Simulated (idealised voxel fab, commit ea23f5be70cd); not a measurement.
process module | voxel self aligned contacts
cross-section cut | 165 nm wide | cells 5 nm
A cross-section is a grid of square cells, given in bands from the top down. A band is one or more rows of cells.
Each band's line starts with the height of the band's top and of its bottom, in nm. Then come its materials from left to right, each with its width in nm. One material with "throughout" fills the band from edge to edge. "air" is empty space.
Height 0 is the level under which the wafer as received is all one material. The lowest band goes on downwards, as in "0 down".
A width such as "30 to 40" changes by the same amount from each row of cells to the next, from the band's top row to its bottom row.
"no change" after a step means that no cell of the cross-section changed.
closed voids: empty space of 8 cells or more with no open way to the top, each as width x height at its distance from the left edge, in nm
after a step's settings: what the simulator itself notes on the step
overlay nm, on a step with a mask: how far to the right of its planned place the mask lay; to the left if negative
plan
1 op RECEIVE | material Si
2 op CONFORMAL_DEP | material SiO2 | thk nm 5
3 op DIRECTIONAL_DEP | material polySi | thk nm 30
4 op DIRECTIONAL_DEP | material SiN | thk nm 15
5 op MASKED_ETCH | tone cover | mask id GATE | width nm 35 | pitch nm 70 | etch materials SiN | depth nm 15 | overlay nm 0
6 op MASKED_ETCH | tone cover | mask id GATE | width nm 35 | pitch nm 70 | etch materials polySi | depth nm 30 | overlay nm 0
7 op CONFORMAL_DEP | material SiN | thk nm 5
8 op DIRECTIONAL_ETCH | etch materials SiN | depth nm 5
9 op FILL_DEP | material SiO2 | thk nm 15
10 op CMP | height nm 55
11 op MASKED_ETCH | tone open | mask id CONTACT | width nm 45 | etch materials SiO2 | depth nm 55 | overlay nm 0
12 op CONFORMAL_DEP | material TiN | thk nm 5
13 op FILL_DEP | material Ru | thk nm 10
14 op CMP | height nm 55
15 op CONFORMAL_DEP | material SiCN | thk nm 5
as received, after step 1
  0 down: Si throughout
  closed voids: none
first wafer at the end, as planned
  60 to 55: SiCN throughout
  55 to 50: SiO2 60 | TiN 15 | Ru 15 | TiN 15 | SiO2 60
  50 to 35: SiO2 25 | SiN 45 | TiN 5 | Ru 15 | TiN 5 | SiN 45 | SiO2 25
  35 to 5: SiO2 25 | SiN 5 | polySi 35 | SiN 5 | TiN 5 | Ru 15 | TiN 5 | SiN 5 | polySi 35 | SiN 5 | SiO2 25
  5 to 0: SiO2 70 | TiN 25 | SiO2 70
  0 down: Si throughout
  closed voids: none
second wafer at the end: like start, like plan, one mistake
  60 to 55: SiCN throughout
  55 to 50: SiO2 60 | TiN 15 | Ru 15 | TiN 15 | SiO2 60
  50 to 25: SiO2 25 | SiN 5 | polySi 35 | SiN 5 | TiN 5 | Ru 15 | TiN 5 | SiN 5 | polySi 35 | SiN 5 | SiO2 25
  25 to 20: SiO2 25 | SiN 5 | polySi 35 | SiN 5 | TiN 25 | SiN 5 | polySi 35 | SiN 5 | SiO2 25
  20 to 5: SiN throughout
  5 to 0: SiO2 throughout
  0 down: Si throughout
  closed voids: none
what went wrong: steps 3 and 4 were swapped
at the end the second wafer has, in cells: 12 fewer of Ru | 45 more of SiN | 25 fewer of SiO2 | 8 fewer of TiN
